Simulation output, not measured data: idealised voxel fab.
Title: Process Module voxel trench capacitor
We display cut, a cross-section 270 nm in width whose square cells are each 5 nm.
Notation: cross-section as square-cell grid; stated in bands, top first, going down; one or more cell rows per band.
Heads up on the band format: heights come first, top then bottom, in nm. After that it's the materials left to right, each with its width in nm. A single material flagged "all across" fills the whole band edge to edge, and "air" means there's empty space there.
Height is counted from the level 0, under which the received wafer is composed throughout of one material. The lowest of the bands is not closed at the bottom but continues downward, in the notation "z 0 and below".
With a width like "30 to 40", each row of cells in the band differs from the next by the same amount, the top row carrying the first number and the bottom row the second.
"everything unchanged" -> step changed no cross-section cell.
"Trapped voids": empty spaces of 8 cells or more with no open way to the top, each given as width x height at distance, distance from the left edge, all in nm.
Read whatever lies past the settings on a step's line as the simulator's own remark about the step.
A step's line can hold "overlay nm"; with a mask on that step, the setting says how far right of the planned place the mask lay, while a negative setting says it lay to the left.

**The planned process steps are enumerated hereunder**
| 1 | RECEIVE with material Si |
| 2 | CONFORMAL_DEP with material SiN, thk nm 10 |
| 3 | MASKED_ETCH with tone open, mask id TRENCH, width nm 30, pitch nm 60, etch materials SiN, depth nm 10, overlay nm 0 |
| 4 | MASKED_ETCH with tone open, mask id TRENCH, width nm 30, pitch nm 60, etch materials Si, depth nm 40, overlay nm 0 |
| 5 | CONFORMAL_DEP with material Al2O3, thk nm 5 |
| 6 | CONFORMAL_DEP with material TiN, thk nm 5 |
| 7 | FILL_DEP with material W, thk nm 5 |
| 8 | CMP with height nm 10 |

**The first of a set of two wafers, run to plan**

**So this is the incoming wafer in cross-section - it's already been through step 1**
* z 0 and below: Si all across
* Trapped voids: none

**Cross-sectional representation of the wafer at the conclusion of step 2**
* z 10 to 0: SiN all across
* Lower than 0, everything is as it was.

**Cross-sectional representation of the wafer at the conclusion of step 3**
* z 10 to 0: SiN 60; air 30; SiN 30; air 30; SiN 30; air 30; SiN 60
* Lower than 0, everything is as it was.

**Cross-sectional representation of the wafer at the conclusion of step 4**
* z 10 to 0: SiN 60; air 30; SiN 30; air 30; SiN 30; air 30; SiN 60
* z 0 to -40: Si 60; air 30; Si 30; air 30; Si 30; air 30; Si 60
* Lower than -40, everything is as it was.

**Cross-sectional representation of the wafer at the conclusion of step 5**
* z 15 to 10: Al2O3 65; air 20; Al2O3 40; air 20; Al2O3 40; air 20; Al2O3 65
* z 10 to 0: SiN 60; Al2O3 5; air 20; Al2O3 5; SiN 30; Al2O3 5; air 20; Al2O3 5; SiN 30; Al2O3 5; air 20; Al2O3 5; SiN 60
* z 0 to -35: Si 60; Al2O3 5; air 20; Al2O3 5; Si 30; Al2O3 5; air 20; Al2O3 5; Si 30; Al2O3 5; air 20; Al2O3 5; Si 60
* z -35 to -40: Si 60; Al2O3 30; Si 30; Al2O3 30; Si 30; Al2O3 30; Si 60
* Lower than -40, everything is as it was.

**Cross-sectional representation of the wafer at the conclusion of step 6**
* z 20 to 15: TiN 70; air 10; TiN 50; air 10; TiN 50; air 10; TiN 70
* z 15 to 10: Al2O3 65; TiN 5; air 10; TiN 5; Al2O3 40; TiN 5; air 10; TiN 5; Al2O3 40; TiN 5; air 10; TiN 5; Al2O3 65
* z 10 to 0: SiN 60; Al2O3 5; TiN 5; air 10; TiN 5; Al2O3 5; SiN 30; Al2O3 5; TiN 5; air 10; TiN 5; Al2O3 5; SiN 30; Al2O3 5; TiN 5; air 10; TiN 5; Al2O3 5; SiN 60
* z 0 to -30: Si 60; Al2O3 5; TiN 5; air 10; TiN 5; Al2O3 5; Si 30; Al2O3 5; TiN 5; air 10; TiN 5; Al2O3 5; Si 30; Al2O3 5; TiN 5; air 10; TiN 5; Al2O3 5; Si 60
* z -30 to -35: Si 60; Al2O3 5; TiN 20; Al2O3 5; Si 30; Al2O3 5; TiN 20; Al2O3 5; Si 30; Al2O3 5; TiN 20; Al2O3 5; Si 60
* Lower than -35, everything is as it was.

**Cross-sectional representation of the wafer at the conclusion of step 7**
* z 25 to 20: W all across
* z 20 to 15: TiN 70; W 10; TiN 50; W 10; TiN 50; W 10; TiN 70
* z 15 to 10: Al2O3 65; TiN 5; W 10; TiN 5; Al2O3 40; TiN 5; W 10; TiN 5; Al2O3 40; TiN 5; W 10; TiN 5; Al2O3 65
* z 10 to 0: SiN 60; Al2O3 5; TiN 5; W 10; TiN 5; Al2O3 5; SiN 30; Al2O3 5; TiN 5; W 10; TiN 5; Al2O3 5; SiN 30; Al2O3 5; TiN 5; W 10; TiN 5; Al2O3 5; SiN 60
* z 0 to -30: Si 60; Al2O3 5; TiN 5; W 10; TiN 5; Al2O3 5; Si 30; Al2O3 5; TiN 5; W 10; TiN 5; Al2O3 5; Si 30; Al2O3 5; TiN 5; W 10; TiN 5; Al2O3 5; Si 60
* Lower than -30, everything is as it was.

**Cross-sectional representation of the wafer at the conclusion of step 8**
* z 10 to 0: SiN 60; Al2O3 5; TiN 5; W 10; TiN 5; Al2O3 5; SiN 30; Al2O3 5; TiN 5; W 10; TiN 5; Al2O3 5; SiN 30; Al2O3 5; TiN 5; W 10; TiN 5; Al2O3 5; SiN 60
* Lower than 0, everything is as it was.

**The second wafer began exactly as the first did and followed the same plan, but one mistake was made while running it; through step 7 inclusive, the two wafers are identical**

**Second wafer: cross-section at the scheduled end of step 8**
* z 20 to 15: TiN 70; W 10; TiN 50; W 10; TiN 50; W 10; TiN 70
* Lower than 15, everything is as it was.
Run error: step 8 was not run as planned; what actually ran was CMP with height nm 20
Cell-count delta at end, second wafer over first, by material: +42 Al2O3 | +54 TiN | +12 W
